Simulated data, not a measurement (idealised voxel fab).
process module | voxel tone inversion
Shown is cross-section cut, with a width of 240 nm and square cells of size 5 nm.
A cross-section is a grid of square cells, given in bands from the top down. A band is one or more rows of cells. Per band: top height and bottom height in nm, followed by the left-to-right materials and their widths in nm; "throughout" marks a single material spanning edge to edge, "empty" marks empty space. A quick word on heights: they are counted from 0, and under that level the wafer as it came to us is one material throughout. The lowest band is different from the rest in having no bottom; it simply continues downward, written as in "0 -> down". Read "30->40" as a graded width: first number on top, second number at the bottom, same change between each pair of neighbouring rows. What does "changes: none" mean for a step? It means no cell of the cross-section changed in that step. Each empty space that has no open way to the top and spans at least 8 cells appears under "Unvented voids" as width x height at distance, the distance counted from the left edge, all in nm. after a step's settings: what the simulator itself notes on the step. overlay nm: step with mask; distance mask lay right of planned place; negative value = left of planned place.
# Intended process steps
1. RECEIVE [material Si]
2. CONFORMAL_DEP [material SiN] [thk nm 5]
3. DIRECTIONAL_DEP [material aC] [thk nm 20]
4. PATTERN [tone cover] [mask id POSTS] [material resist] [width nm 15] [pitch nm 45] [thk nm 30] [overlay nm 0]
5. DIRECTIONAL_ETCH [etch materials aC] [depth nm 20]
6. STRIP [etch materials resist]
7. FILL_DEP [material SiO2] [thk nm 5]
8. CMP [height nm 25]
9. STRIP [etch materials aC]
10. CONFORMAL_DEP [material TiN] [thk nm 5]
11. FILL_DEP [material Ru] [thk nm 5]
12. CMP [height nm 25]
13. CONFORMAL_DEP [material SiN] [thk nm 5]
# Wafer at receipt (post step 1), cross-section
* 0 -> down = Si throughout
* Unvented voids: none
# Module complete, cross-section. Starting point and plan per above. One mistake made in running the module
* 30 -> 20 = SiN throughout
* 20 -> 0 = aC throughout
* 0 -> down = Si throughout
* Unvented voids: none
The mistake made against the process plan was this: it was found that steps 2 and 3 of the process plan had been performed in exchanged positions
